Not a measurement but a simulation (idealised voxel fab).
The document below concerns the process module designated voxel transistor to metal.
FYI the section here is cut, 275 nm wide, cells are 5 nm squares.
When this document writes out a cross-section, it uses a grid of square cells and lists it as bands, beginning at the top and moving down, with a band standing for one or more rows of cells. For a band, the entry starts with two heights in nm, that of the top and then that of the bottom, and carries on with the band's materials in order from left to right, each alongside its width in nm; the word "all across" beside a single material means it fills the band edge to edge, and "empty" means empty space. Height is counted from the level 0, under which the received wafer is composed throughout of one material. The lowest of the bands is not closed at the bottom but continues downward, in the notation "0 -> down". When a width is written as two numbers, as in "30->40", the first number is the width in the top row of cells of the band and the second is the width in its bottom row, and the width changes by the same amount from each row to the next. "no alterations made" -> step changed no cross-section cell. Basically, "Closed void roster" tells you about the enclosed voids: empty spaces with no open way to the top, 8 cells or bigger, each written width x height at distance, where distance is from the left edge, all in nm. The remark found on a step's line after its settings is issued by the simulator itself and pertains to that step. overlay nm: how far to the right of its planned place the mask lay on this masked step (negative: to the left). Each pair of cross-sections that follows straddles one process step: the one shows the state before the step, the other the state after it, down to the lowest band that changed and no further. The step in question, and its settings, are given under the pair. Note that a pair is not necessarily a continuation of the pair above it, since pairs can come from different runs of this module on the same starting wafer; it is a continuation only where its entry headed "Structure before processing" says so.
## Structure before processing
    0 -> down: Si all across
    Closed void roster: none
## Cross-Section After Step
    5 -> 0: SiO2 all across
    All layers under 0 are left as they were.
    Closed void roster: none
Can you say which step sits between the two cross-sections above? CONFORMAL_DEP: material SiO2, thk nm 5
Structure before processing: the after view from the pair directly above serves as the before view here.
## Cross-Section After Step
    20 -> 5: SiN all across
    All layers under 5 are left as they were.
    Closed void roster: none
Can you say which step sits between the two cross-sections above? CONFORMAL_DEP: material SiN, thk nm 15
Structure before processing: the after view from the pair directly above serves as the before view here.
## Cross-Section After Step
    20 -> 5: empty (20)  SiN (105)  empty (25)  SiN (105)  empty (20)
    All layers under 5 are left as they were.
    Closed void roster: none
Can you say which step sits between the two cross-sections above? MASKED_ETCH: tone cover, mask id ACTIVE, width nm 105, pitch nm 130, etch materials SiN, depth nm 15, overlay nm 0
Structure before processing: the after view from the pair directly above serves as the before view here.
## Cross-Section After Step
    20 -> 5: empty (20)  SiN (105)  empty (25)  SiN (105)  empty (20)
    5 -> 0: empty (20)  SiO2 (105)  empty (25)  SiO2 (105)  empty (20)
    All layers under 0 are left as they were.
    Closed void roster: none
Can you say which step sits between the two cross-sections above? MASKED_ETCH: tone cover, mask id ACTIVE, width nm 105, pitch nm 130, etch materials SiO2, depth nm 5, overlay nm 0
Structure before processing: the after view from the pair directly above serves as the before view here.
## Cross-Section After Step
    20 -> 5: empty (20)  SiN (105)  empty (25)  SiN (105)  empty (20)
    5 -> 0: empty (20)  SiO2 (105)  empty (25)  SiO2 (105)  empty (20)
    0 -> -25: empty (20)  Si (105)  empty (25)  Si (105)  empty (20)
    All layers under -25 are left as they were.
    Closed void roster: none
Can you say which step sits between the two cross-sections above? MASKED_ETCH: tone cover, mask id ACTIVE, width nm 105, pitch nm 130, etch materials Si, depth nm 25, overlay nm 0
Structure before processing: the after view from the pair directly above serves as the before view here.
## Cross-Section After Step
    25 -> 20: SiO2 all across
    20 -> 5: SiO2 (20)  SiN (105)  SiO2 (25)  SiN (105)  SiO2 (20)
    5 -> 0: SiO2 all across
    0 -> -25: SiO2 (20)  Si (105)  SiO2 (25)  Si (105)  SiO2 (20)
    All layers under -25 are left as they were.
    Closed void roster: none
Can you say which step sits between the two cross-sections above? FILL_DEP: material SiO2, thk nm 5
Structure before processing: the after view from the pair directly above serves as the before view here.
## Cross-Section After Step
    20 -> 5: SiO2 (20)  SiN (105)  SiO2 (25)  SiN (105)  SiO2 (20)
    All layers under 5 are left as they were.
    Closed void roster: none
Can you say which step sits between the two cross-sections above? CMP: height nm 20
Structure before processing: the after view from the pair directly above serves as the before view here.
## Cross-Section After Step
    20 -> 10: empty (20)  SiN (105)  empty (25)  SiN (105)  empty (20)
    All layers under 10 are left as they were.
    Closed void roster: none
Can you say which step sits between the two cross-sections above? SELECTIVE_ETCH: etch materials SiO2, depth nm 10
Structure before processing: the after view from the pair directly above serves as the before view here.
## Cross-Section After Step
    10 -> 5: SiO2 (20)  empty (105)  SiO2 (25)  empty (105)  SiO2 (20)
    All layers under 5 are left as they were.
    Closed void roster: none
Can you say which step sits between the two cross-sections above? STRIP: etch materials SiN
Structure before processing: the after view from the pair directly above serves as the before view here.
## Cross-Section After Step
    5 -> 0: SiO2 (15)  empty (115)  SiO2 (15)  empty (115)  SiO2 (15)
    All layers under 0 are left as they were.
    Closed void roster: none
Can you say which step sits between the two cross-sections above? SELECTIVE_ETCH: etch materials SiO2, depth nm 5
Structure before processing: the after view from the pair directly above serves as the before view here.
## Cross-Section After Step
    5 -> 0: SiO2 (15)  empty (115)  SiO2 (15)  empty (115)  SiO2 (15)
    0 -> -5: SiO2 all across
    All layers under -5 are left as they were.
    Closed void roster: none
Can you say which step sits between the two cross-sections above? OXIDIZE: depth nm 5
Structure before processing: the after view from the pair directly above serves as the before view here.
## Cross-Section After Step
    30 -> 25: polySi (15)  empty (115)  polySi (15)  empty (115)  polySi (15)
    25 -> 5: polySi all across
    5 -> 0: SiO2 (15)  polySi (115)  SiO2 (15)  polySi (115)  SiO2 (15)
    All layers under 0 are left as they were.
    Closed void roster: none
Can you say which step sits between the two cross-sections above? DIRECTIONAL_DEP: material polySi, thk nm 25
Structure before processing: the after view from the pair directly above serves as the before view here.
## Cross-Section After Step
    40 -> 35: SiCN (15)  empty (115)  SiCN (15)  empty (115)  SiCN (15)
    35 -> 30: SiCN all across
    30 -> 25: polySi (15)  SiCN (115)  polySi (15)  SiCN (115)  polySi (15)
    All layers under 25 are left as they were.
    Closed void roster: none
Can you say which step sits between the two cross-sections above? DIRECTIONAL_DEP: material SiCN, thk nm 10
Structure before processing: the after view from the pair directly above serves as the before view here.
## Cross-Section After Step
    60 -> 40: empty (60)  resist (25)  empty (105)  resist (25)  empty (60)
    40 -> 35: SiCN (15)  empty (45)  resist (25)  empty (45)  SiCN (15)  empty (45)  resist (25)  empty (45)  SiCN (15)
    All layers under 35 are left as they were.
    Closed void roster: none
Can you say which step sits between the two cross-sections above? PATTERN: tone cover, mask id GATE, material resist, width nm 25, pitch nm 130, thk nm 20, overlay nm 0
Structure before processing: the after view from the pair directly above serves as the before view here.
## Cross-Section After Step
    60 -> 35: empty (60)  resist (25)  empty (105)  resist (25)  empty (60)
    35 -> 30: empty (60)  SiCN (25)  empty (105)  SiCN (25)  empty (60)
    30 -> 25: polySi (15)  empty (45)  SiCN (25)  empty (45)  polySi (15)  empty (45)  SiCN (25)  empty (45)  polySi (15)
    All layers under 25 are left as they were.
    Closed void roster: none
Can you say which step sits between the two cross-sections above? DIRECTIONAL_ETCH: etch materials SiCN, depth nm 20
Structure before processing: the after view from the pair directly above serves as the before view here.
## Cross-Section After Step
    60 -> 35: empty (60)  resist (25)  empty (105)  resist (25)  empty (60)
    35 -> 25: empty (60)  SiCN (25)  empty (105)  SiCN (25)  empty (60)
    25 -> 5: empty (60)  polySi (25)  empty (105)  polySi (25)  empty (60)
    5 -> 0: SiO2 (15)  empty (45)  polySi (25)  empty (45)  SiO2 (15)  empty (45)  polySi (25)  empty (45)  SiO2 (15)
    All layers under 0 are left as they were.
    Closed void roster: none
Can you say which step sits between the two cross-sections above? DIRECTIONAL_ETCH: etch materials polySi, depth nm 35
Structure before processing: the after view from the pair directly above serves as the before view here.
## Cross-Section After Step
    35 -> 25: empty (60)  SiCN (25)  empty (105)  SiCN (25)  empty (60)
    All layers under 25 are left as they were.
    Closed void roster: none
Can you say which step sits between the two cross-sections above? STRIP: etch materials resist
Structure before processing: the after view from the pair directly above serves as the before view here.
## Cross-Section After Step
    40 -> 35: empty (55)  SiN (35)  empty (95)  SiN (35)  empty (55)
    35 -> 25: empty (55)  SiN (5)  SiCN (25)  SiN (5)  empty (95)  SiN (5)  SiCN (25)  SiN (5)  empty (55)
    25 -> 10: empty (55)  SiN (5)  polySi (25)  SiN (5)  empty (95)  SiN (5)  polySi (25)  SiN (5)  empty (55)
    10 -> 5: SiN (20)  empty (35)  SiN (5)  polySi (25)  SiN (5)  empty (35)  SiN (25)  empty (35)  SiN (5)  polySi (25)  SiN (5)  empty (35)  SiN (20)
    5 -> 0: SiO2 (15)  SiN (45)  polySi (25)  SiN (45)  SiO2 (15)  SiN (45)  polySi (25)  SiN (45)  SiO2 (15)
    All layers under 0 are left as they were.
    Closed void roster: none
Can you say which step sits between the two cross-sections above? CONFORMAL_DEP: material SiN, thk nm 5
Structure before processing: the after view from the pair directly above serves as the before view here.
## Cross-Section After Step
    35 -> 25: empty (55)  SiN (5)  SiCN (25)  SiN (5)  empty (95)  SiN (5)  SiCN (25)  SiN (5)  empty (55)
    25 -> 5: empty (55)  SiN (5)  polySi (25)  SiN (5)  empty (95)  SiN (5)  polySi (25)  SiN (5)  empty (55)
    5 -> 0: SiO2 (15)  SiN (5)  empty (35)  SiN (5)  polySi (25)  SiN (5)  empty (35)  SiN (5)  SiO2 (15)  SiN (5)  empty (35)  SiN (5)  polySi (25)  SiN (5)  empty (35)  SiN (5)  SiO2 (15)
    All layers under 0 are left as they were.
    Closed void roster: none
Can you say which step sits between the two cross-sections above? DIRECTIONAL_ETCH: etch materials SiN, depth nm 5
Structure before processing: the after view from the pair directly above serves as the before view here.
## Cross-Section After Step
    35 -> 25: empty (55)  SiN (5)  SiCN (25)  SiN (5)  empty (95)  SiN (5)  SiCN (25)  SiN (5)  empty (55)
    25 -> 5: empty (55)  SiN (5)  polySi (25)  SiN (5)  empty (95)  SiN (5)  polySi (25)  SiN (5)  empty (55)
    5 -> 0: empty (15)  SiN (5)  empty (35)  SiN (5)  polySi (25)  SiN (5)  empty (35)  SiN (5)  empty (15)  SiN (5)  empty (35)  SiN (5)  polySi (25)  SiN (5)  empty (35)  SiN (5)  empty (15)
    0 -> -5: SiO2 (20)  empty (35)  SiO2 (35)  empty (35)  SiO2 (25)  empty (35)  SiO2 (35)  empty (35)  SiO2 (20)
    All layers under -5 are left as they were.
    Closed void roster: none
Can you say which step sits between the two cross-sections above? DIRECTIONAL_ETCH: etch materials SiO2, depth nm 5
Structure before processing: the after view from the pair directly above serves as the before view here.
## Cross-Section After Step
    35 -> 25: empty (55)  SiN (5)  SiCN (25)  SiN (5)  empty (95)  SiN (5)  SiCN (25)  SiN (5)  empty (55)
    25 -> 5: empty (55)  SiN (5)  polySi (25)  SiN (5)  empty (95)  SiN (5)  polySi (25)  SiN (5)  empty (55)
    5 -> 0: empty (15)  SiN (5)  empty (35)  SiN (5)  polySi (25)  SiN (5)  empty (35)  SiN (5)  empty (15)  SiN (5)  empty (35)  SiN (5)  polySi (25)  SiN (5)  empty (35)  SiN (5)  empty (15)
    0 -> -5: SiO2 (20)  empty (35)  SiO2 (35)  empty (35)  SiO2 (25)  empty (35)  SiO2 (35)  empty (35)  SiO2 (20)
    -5 -> -10: SiO2 (20)  empty (35)  Si (35)  empty (35)  SiO2 (25)  empty (35)  Si (35)  empty (35)  SiO2 (20)
    All layers under -10 are left as they were.
    Closed void roster: none
Can you say which step sits between the two cross-sections above? DIRECTIONAL_ETCH: etch materials Si, depth nm 5
Structure before processing: the after view from the pair directly above serves as the before view here.
## Cross-Section After Step
    35 -> 25: empty (55)  SiN (5)  SiCN (25)  SiN (5)  empty (95)  SiN (5)  SiCN (25)  SiN (5)  empty (55)
    25 -> 5: empty (55)  SiN (5)  polySi (25)  SiN (5)  empty (95)  SiN (5)  polySi (25)  SiN (5)  empty (55)
    5 -> 0: empty (15)  SiN (5)  empty (25)  nSi (10)  SiN (5)  polySi (25)  SiN (5)  nSi (10)  empty (25)  SiN (5)  empty (15)  SiN (5)  empty (25)  nSi (10)  SiN (5)  polySi (25)  SiN (5)  nSi (10)  empty (25)  SiN (5)  empty (15)
    0 -> -5: SiO2 (20)  nSi (35)  SiO2 (35)  nSi (35)  SiO2 (25)  nSi (35)  SiO2 (35)  nSi (35)  SiO2 (20)
    -5 -> -10: SiO2 (20)  nSi (35)  Si (35)  nSi (35)  SiO2 (25)  nSi (35)  Si (35)  nSi (35)  SiO2 (20)
    All layers under -10 are left as they were.
    Closed void roster: none
Can you say which step sits between the two cross-sections above? EPI: material nSi, thk nm 10
Structure before processing: the after view from the pair directly above serves as the before view here.
## Cross-Section After Step
    45 -> 35: SiO2 all across
    35 -> 25: SiO2 (55)  SiN (5)  SiCN (25)  SiN (5)  SiO2 (95)  SiN (5)  SiCN (25)  SiN (5)  SiO2 (55)
    25 -> 5: SiO2 (55)  SiN (5)  polySi (25)  SiN (5)  SiO2 (95)  SiN (5)  polySi (25)  SiN (5)  SiO2 (55)
    5 -> 0: SiO2 (15)  SiN (5)  SiO2 (25)  nSi (10)  SiN (5)  polySi (25)  SiN (5)  nSi (10)  SiO2 (25)  SiN (5)  SiO2 (15)  SiN (5)  SiO2 (25)  nSi (10)  SiN (5)  polySi (25)  SiN (5)  nSi (10)  SiO2 (25)  SiN (5)  SiO2 (15)
    All layers under 0 are left as they were.
    Closed void roster: none
Can you say which step sits between the two cross-sections above? FILL_DEP: material SiO2, thk nm 10
Structure before processing: the after view from the pair directly above serves as the before view here.
## Cross-Section After Step
    25 -> 5: SiO2 (55)  SiN (5)  polySi (25)  SiN (5)  SiO2 (95)  SiN (5)  polySi (25)  SiN (5)  SiO2 (55)
    All layers under 5 are left as they were.
    Closed void roster: none
Can you say which step sits between the two cross-sections above? CMP: height nm 25
Structure before processing: the after view from the pair directly above serves as the before view here.
## Cross-Section After Step
    25 -> 5: SiO2 (55)  SiN (5)  empty (25)  SiN (5)  SiO2 (95)  SiN (5)  empty (25)  SiN (5)  SiO2 (55)
    5 -> 0: SiO2 (15)  SiN (5)  SiO2 (25)  nSi (10)  SiN (5)  empty (25)  SiN (5)  nSi (10)  SiO2 (25)  SiN (5)  SiO2 (15)  SiN (5)  SiO2 (25)  nSi (10)  SiN (5)  empty (25)  SiN (5)  nSi (10)  SiO2 (25)  SiN (5)  SiO2 (15)
    All layers under 0 are left as they were.
    Closed void roster: none
Can you say which step sits between the two cross-sections above? STRIP: etch materials polySi
Structure before processing: the after view from the pair directly above serves as the before view here.
## Cross-Section After Step
    25 -> 20: empty (55)  SiN (5)  empty (25)  SiN (5)  empty (95)  SiN (5)  empty (25)  SiN (5)  empty (55)
    20 -> 5: SiO2 (55)  SiN (5)  empty (25)  SiN (5)  SiO2 (95)  SiN (5)  empty (25)  SiN (5)  SiO2 (55)
    5 -> 0: SiO2 (15)  SiN (5)  SiO2 (25)  nSi (10)  SiN (5)  empty (25)  SiN (5)  nSi (10)  SiO2 (25)  SiN (5)  SiO2 (15)  SiN (5)  SiO2 (25)  nSi (10)  SiN (5)  empty (25)  SiN (5)  nSi (10)  SiO2 (25)  SiN (5)  SiO2 (15)
    0 -> -5: SiO2 (20)  nSi (35)  empty (35)  nSi (35)  SiO2 (25)  nSi (35)  empty (35)  nSi (35)  SiO2 (20)
    All layers under -5 are left as they were.
    Closed void roster: none
Can you say which step sits between the two cross-sections above? SELECTIVE_ETCH: etch materials SiO2, depth nm 5
Structure before processing: the after view from the pair directly above serves as the before view here.
## Cross-Section After Step
    30 -> 25: empty (50)  HfO2 (15)  empty (15)  HfO2 (15)  empty (85)  HfO2 (15)  empty (15)  HfO2 (15)  empty (50)
    25 -> 20: HfO2 (55)  SiN (5)  HfO2 (5)  empty (15)  HfO2 (5)  SiN (5)  HfO2 (95)  SiN (5)  HfO2 (5)  empty (15)  HfO2 (5)  SiN (5)  HfO2 (55)
    20 -> 5: SiO2 (55)  SiN (5)  HfO2 (5)  empty (15)  HfO2 (5)  SiN (5)  SiO2 (95)  SiN (5)  HfO2 (5)  empty (15)  HfO2 (5)  SiN (5)  SiO2 (55)
    5 -> 0: SiO2 (15)  SiN (5)  SiO2 (25)  nSi (10)  SiN (5)  HfO2 (5)  empty (15)  HfO2 (5)  SiN (5)  nSi (10)  SiO2 (25)  SiN (5)  SiO2 (15)  SiN (5)  SiO2 (25)  nSi (10)  SiN (5)  HfO2 (5)  empty (15)  HfO2 (5)  SiN (5)  nSi (10)  SiO2 (25)  SiN (5)  SiO2 (15)
    0 -> -5: SiO2 (20)  nSi (35)  HfO2 (35)  nSi (35)  SiO2 (25)  nSi (35)  HfO2 (35)  nSi (35)  SiO2 (20)
    All layers under -5 are left as they were.
    Closed void roster: none
Can you say which step sits between the two cross-sections above? CONFORMAL_DEP: material HfO2, thk nm 5
Structure before processing: the after view from the pair directly above serves as the before view here.
## Cross-Section After Step
    35 -> 30: empty (45)  TiN (25)  empty (5)  TiN (25)  empty (75)  TiN (25)  empty (5)  TiN (25)  empty (45)
    30 -> 25: TiN (50)  HfO2 (15)  TiN (5)  empty (5)  TiN (5)  HfO2 (15)  TiN (85)  HfO2 (15)  TiN (5)  empty (5)  TiN (5)  HfO2 (15)  TiN (50)
    25 -> 20: HfO2 (55)  SiN (5)  HfO2 (5)  TiN (5)  empty (5)  TiN (5)  HfO2 (5)  SiN (5)  HfO2 (95)  SiN (5)  HfO2 (5)  TiN (5)  empty (5)  TiN (5)  HfO2 (5)  SiN (5)  HfO2 (55)
    20 -> 5: SiO2 (55)  SiN (5)  HfO2 (5)  TiN (5)  empty (5)  TiN (5)  HfO2 (5)  SiN (5)  SiO2 (95)  SiN (5)  HfO2 (5)  TiN (5)  empty (5)  TiN (5)  HfO2 (5)  SiN (5)  SiO2 (55)
    5 -> 0: SiO2 (15)  SiN (5)  SiO2 (25)  nSi (10)  SiN (5)  HfO2 (5)  TiN (15)  HfO2 (5)  SiN (5)  nSi (10)  SiO2 (25)  SiN (5)  SiO2 (15)  SiN (5)  SiO2 (25)  nSi (10)  SiN (5)  HfO2 (5)  TiN (15)  HfO2 (5)  SiN (5)  nSi (10)  SiO2 (25)  SiN (5)  SiO2 (15)
    All layers under 0 are left as they were.
    Closed void roster: none
Can you say which step sits between the two cross-sections above? CONFORMAL_DEP: material TiN, thk nm 5
Structure before processing: the after view from the pair directly above serves as the before view here.
## Cross-Section After Step
    40 -> 35: W all across
    35 -> 30: W (45)  TiN (25)  W (5)  TiN (25)  W (75)  TiN (25)  W (5)  TiN (25)  W (45)
    30 -> 25: TiN (50)  HfO2 (15)  TiN (5)  W (5)  TiN (5)  HfO2 (15)  TiN (85)  HfO2 (15)  TiN (5)  W (5)  TiN (5)  HfO2 (15)  TiN (50)
    25 -> 20: HfO2 (55)  SiN (5)  HfO2 (5)  TiN (5)  W (5)  TiN (5)  HfO2 (5)  SiN (5)  HfO2 (95)  SiN (5)  HfO2 (5)  TiN (5)  W (5)  TiN (5)  HfO2 (5)  SiN (5)  HfO2 (55)
    20 -> 5: SiO2 (55)  SiN (5)  HfO2 (5)  TiN (5)  W (5)  TiN (5)  HfO2 (5)  SiN (5)  SiO2 (95)  SiN (5)  HfO2 (5)  TiN (5)  W (5)  TiN (5)  HfO2 (5)  SiN (5)  SiO2 (55)
    All layers under 5 are left as they were.
    Closed void roster: none
Can you say which step sits between the two cross-sections above? FILL_DEP: material W, thk nm 5
Structure before processing: the after view from the pair directly above serves as the before view here.
## Cross-Section After Step
    20 -> 5: SiO2 (55)  SiN (5)  HfO2 (5)  TiN (5)  W (5)  TiN (5)  HfO2 (5)  SiN (5)  SiO2 (95)  SiN (5)  HfO2 (5)  TiN (5)  W (5)  TiN (5)  HfO2 (5)  SiN (5)  SiO2 (55)
    All layers under 5 are left as they were.
    Closed void roster: none
Can you say which step sits between the two cross-sections above? CMP: height nm 20
Structure before processing: the after view from the pair directly above serves as the before view here.
## Cross-Section After Step
    30 -> 20: SiO2 all across
    All layers under 20 are left as they were.
    Closed void roster: none
Can you say which step sits between the two cross-sections above? DIRECTIONAL_DEP: material SiO2, thk nm 10
Structure before processing: the after view from the pair directly above serves as the before view here.
## Cross-Section After Step
    45 -> 30: resist (30)  empty (15)  resist (55)  empty (15)  resist (45)  empty (15)  resist (55)  empty (15)  resist (30)
    All layers under 30 are left as they were.
    Closed void roster: none
Can you say which step sits between the two cross-sections above? PATTERN: tone open, mask id CONTACT, material resist, width nm 15, thk nm 15, overlay nm 0
Structure before processing: the after view from the pair directly above serves as the before view here.
## Cross-Section After Step
    45 -> 30: resist (30)  empty (15)  resist (55)  empty (15)  resist (45)  empty (15)  resist (55)  empty (15)  resist (30)
    30 -> 20: SiO2 (30)  empty (15)  SiO2 (55)  empty (15)  SiO2 (45)  empty (15)  SiO2 (55)  empty (15)  SiO2 (30)
    20 -> 5: SiO2 (30)  empty (15)  SiO2 (10)  SiN (5)  HfO2 (5)  TiN (5)  W (5)  TiN (5)  HfO2 (5)  SiN (5)  SiO2 (10)  empty (15)  SiO2 (45)  empty (15)  SiO2 (10)  SiN (5)  HfO2 (5)  TiN (5)  W (5)  TiN (5)  HfO2 (5)  SiN (5)  SiO2 (10)  empty (15)  SiO2 (30)
    5 -> 0: SiO2 (15)  SiN (5)  SiO2 (10)  empty (15)  nSi (10)  SiN (5)  HfO2 (5)  TiN (15)  HfO2 (5)  SiN (5)  nSi (10)  empty (15)  SiO2 (10)  SiN (5)  SiO2 (15)  SiN (5)  SiO2 (10)  empty (15)  nSi (10)  SiN (5)  HfO2 (5)  TiN (15)  HfO2 (5)  SiN (5)  nSi (10)  empty (15)  SiO2 (10)  SiN (5)  SiO2 (15)
    All layers under 0 are left as they were.
    Closed void roster: none
Can you say which step sits between the two cross-sections above? DIRECTIONAL_ETCH: etch materials SiO2, depth nm 30
Structure before processing: the after view from the pair directly above serves as the before view here.
## Cross-Section After Step
    30 -> 20: SiO2 (30)  empty (15)  SiO2 (55)  empty (15)  SiO2 (45)  empty (15)  SiO2 (55)  empty (15)  SiO2 (30)
    All layers under 20 are left as they were.
    Closed void roster: none
Can you say which step sits between the two cross-sections above? STRIP: etch materials resist
Structure before processing: the after view from the pair directly above serves as the before view here.
## Cross-Section After Step
    35 -> 30: TiN (35)  empty (5)  TiN (65)  empty (5)  TiN (55)  empty (5)  TiN (65)  empty (5)  TiN (35)
    30 -> 20: SiO2 (30)  TiN (5)  empty (5)  TiN (5)  SiO2 (55)  TiN (5)  empty (5)  TiN (5)  SiO2 (45)  TiN (5)  empty (5)  TiN (5)  SiO2 (55)  TiN (5)  empty (5)  TiN (5)  SiO2 (30)
    20 -> 5: SiO2 (30)  TiN (5)  empty (5)  TiN (5)  SiO2 (10)  SiN (5)  HfO2 (5)  TiN (5)  W (5)  TiN (5)  HfO2 (5)  SiN (5)  SiO2 (10)  TiN (5)  empty (5)  TiN (5)  SiO2 (45)  TiN (5)  empty (5)  TiN (5)  SiO2 (10)  SiN (5)  HfO2 (5)  TiN (5)  W (5)  TiN (5)  HfO2 (5)  SiN (5)  SiO2 (10)  TiN (5)  empty (5)  TiN (5)  SiO2 (30)
    5 -> 0: SiO2 (15)  SiN (5)  SiO2 (10)  TiN (15)  nSi (10)  SiN (5)  HfO2 (5)  TiN (15)  HfO2 (5)  SiN (5)  nSi (10)  TiN (15)  SiO2 (10)  SiN (5)  SiO2 (15)  SiN (5)  SiO2 (10)  TiN (15)  nSi (10)  SiN (5)  HfO2 (5)  TiN (15)  HfO2 (5)  SiN (5)  nSi (10)  TiN (15)  SiO2 (10)  SiN (5)  SiO2 (15)
    All layers under 0 are left as they were.
    Closed void roster: none
Can you say which step sits between the two cross-sections above? CONFORMAL_DEP: material TiN, thk nm 5
Structure before processing: the after view from the pair directly above serves as the before view here.
## Cross-Section After Step
    40 -> 35: W all across
    35 -> 30: TiN (35)  W (5)  TiN (65)  W (5)  TiN (55)  W (5)  TiN (65)  W (5)  TiN (35)
    30 -> 20: SiO2 (30)  TiN (5)  W (5)  TiN (5)  SiO2 (55)  TiN (5)  W (5)  TiN (5)  SiO2 (45)  TiN (5)  W (5)  TiN (5)  SiO2 (55)  TiN (5)  W (5)  TiN (5)  SiO2 (30)
    20 -> 5: SiO2 (30)  TiN (5)  W (5)  TiN (5)  SiO2 (10)  SiN (5)  HfO2 (5)  TiN (5)  W (5)  TiN (5)  HfO2 (5)  SiN (5)  SiO2 (10)  TiN (5)  W (5)  TiN (5)  SiO2 (45)  TiN (5)  W (5)  TiN (5)  SiO2 (10)  SiN (5)  HfO2 (5)  TiN (5)  W (5)  TiN (5)  HfO2 (5)  SiN (5)  SiO2 (10)  TiN (5)  W (5)  TiN (5)  SiO2 (30)
    All layers under 5 are left as they were.
    Closed void roster: none
Can you say which step sits between the two cross-sections above? FILL_DEP: material W, thk nm 5
Structure before processing: the after view from the pair directly above serves as the before view here.
## Cross-Section After Step
    30 -> 20: SiO2 (30)  TiN (5)  W (5)  TiN (5)  SiO2 (55)  TiN (5)  W (5)  TiN (5)  SiO2 (45)  TiN (5)  W (5)  TiN (5)  SiO2 (55)  TiN (5)  W (5)  TiN (5)  SiO2 (30)
    All layers under 20 are left as they were.
    Closed void roster: none
Can you say which step sits between the two cross-sections above? CMP: height nm 30
Structure before processing: the after view from the pair directly above serves as the before view here.
## Cross-Section After Step
    35 -> 30: SiCN all across
    All layers under 30 are left as they were.
    Closed void roster: none
Can you say which step sits between the two cross-sections above? CONFORMAL_DEP: material SiCN, thk nm 5
Structure before processing: the after view from the pair directly above serves as the before view here.
## Cross-Section After Step
    50 -> 35: SiO2 all across
    All layers under 35 are left as they were.
    Closed void roster: none
Can you say which step sits between the two cross-sections above? DIRECTIONAL_DEP: material SiO2, thk nm 15
Structure before processing: the after view from the pair directly above serves as the before view here.
## Cross-Section After Step
    65 -> 50: aC all across
    All layers under 50 are left as they were.
    Closed void roster: none
Can you say which step sits between the two cross-sections above? DIRECTIONAL_DEP: material aC, thk nm 15
Structure before processing: the after view from the pair directly above serves as the before view here.
## Cross-Section After Step
    100 -> 65: resist (30)  empty (15)  resist (55)  empty (15)  resist (45)  empty (15)  resist (55)  empty (15)  resist (30)
    All layers under 65 are left as they were.
    Closed void roster: none
Can you say which step sits between the two cross-sections above? PATTERN: tone open, mask id METAL_1, material resist, width nm 15, thk nm 35, overlay nm 0
Structure before processing: the after view from the pair directly above serves as the before view here.
## Cross-Section After Step
    85 -> 65: resist (30)  empty (15)  resist (55)  empty (15)  resist (45)  empty (15)  resist (55)  empty (15)  resist (30)
    65 -> 50: aC (30)  empty (15)  aC (55)  empty (15)  aC (45)  empty (15)  aC (55)  empty (15)  aC (30)
    All layers under 50 are left as they were.
    Closed void roster: none
Can you say which step sits between the two cross-sections above? DIRECTIONAL_ETCH: etch materials aC, depth nm 15
Structure before processing: the after view from the pair directly above serves as the before view here.
## Cross-Section After Step
    65 -> 50: aC (30)  empty (15)  aC (55)  empty (15)  aC (45)  empty (15)  aC (55)  empty (15)  aC (30)
    All layers under 50 are left as they were.
    Closed void roster: none
Can you say which step sits between the two cross-sections above? STRIP: etch materials resist
Structure before processing: the after view from the pair directly above serves as the before view here.
## Cross-Section After Step
    65 -> 50: aC (30)  empty (15)  aC (55)  empty (15)  aC (45)  empty (15)  aC (55)  empty (15)  aC (30)
    50 -> 35: SiO2 (30)  empty (15)  SiO2 (55)  empty (15)  SiO2 (45)  empty (15)  SiO2 (55)  empty (15)  SiO2 (30)
    All layers under 35 are left as they were.
    Closed void roster: none
Can you say which step sits between the two cross-sections above? DIRECTIONAL_ETCH: etch materials SiO2, depth nm 15
Structure before processing: the after view from the pair directly above serves as the before view here.
## Cross-Section After Step
    65 -> 50: aC (30)  empty (15)  aC (55)  empty (15)  aC (45)  empty (15)  aC (55)  empty (15)  aC (30)
    50 -> 35: SiO2 (30)  empty (15)  SiO2 (55)  empty (15)  SiO2 (45)  empty (15)  SiO2 (55)  empty (15)  SiO2 (30)
    35 -> 30: SiCN (30)  empty (15)  SiCN (55)  empty (15)  SiCN (45)  empty (15)  SiCN (55)  empty (15)  SiCN (30)
    All layers under 30 are left as they were.
    Closed void roster: none
Can you say which step sits between the two cross-sections above? DIRECTIONAL_ETCH: etch materials SiCN, depth nm 5
Structure before processing: the after view from the pair directly above serves as the before view here.
## Cross-Section After Step
    50 -> 35: SiO2 (30)  empty (15)  SiO2 (55)  empty (15)  SiO2 (45)  empty (15)  SiO2 (55)  empty (15)  SiO2 (30)
    All layers under 35 are left as they were.
    Closed void roster: none
Can you say which step sits between the two cross-sections above? STRIP: etch materials aC
Structure before processing: the after view from the pair directly above serves as the before view here.
## Cross-Section After Step
    55 -> 50: TiN (35)  empty (5)  TiN (65)  empty (5)  TiN (55)  empty (5)  TiN (65)  empty (5)  TiN (35)
    50 -> 35: SiO2 (30)  TiN (5)  empty (5)  TiN (5)  SiO2 (55)  TiN (5)  empty (5)  TiN (5)  SiO2 (45)  TiN (5)  empty (5)  TiN (5)  SiO2 (55)  TiN (5)  empty (5)  TiN (5)  SiO2 (30)
    35 -> 30: SiCN (30)  TiN (15)  SiCN (55)  TiN (15)  SiCN (45)  TiN (15)  SiCN (55)  TiN (15)  SiCN (30)
    All layers under 30 are left as they were.
    Closed void roster: none
Can you say which step sits between the two cross-sections above? CONFORMAL_DEP: material TiN, thk nm 5
Structure before processing: the after view from the pair directly above serves as the before view here.
## Cross-Section After Step
    60 -> 55: W all across
    55 -> 50: TiN (35)  W (5)  TiN (65)  W (5)  TiN (55)  W (5)  TiN (65)  W (5)  TiN (35)
    50 -> 35: SiO2 (30)  TiN (5)  W (5)  TiN (5)  SiO2 (55)  TiN (5)  W (5)  TiN (5)  SiO2 (45)  TiN (5)  W (5)  TiN (5)  SiO2 (55)  TiN (5)  W (5)  TiN (5)  SiO2 (30)
    All layers under 35 are left as they were.
    Closed void roster: none
Can you say which step sits between the two cross-sections above? FILL_DEP: material W, thk nm 5
Structure before processing: the after view from the pair directly above serves as the before view here.
## Cross-Section After Step
    50 -> 35: SiO2 (30)  TiN (5)  W (5)  TiN (5)  SiO2 (55)  TiN (5)  W (5)  TiN (5)  SiO2 (45)  TiN (5)  W (5)  TiN (5)  SiO2 (55)  TiN (5)  W (5)  TiN (5)  SiO2 (30)
    All layers under 35 are left as they were.
    Closed void roster: none
Can you say which step sits between the two cross-sections above? CMP: height nm 50
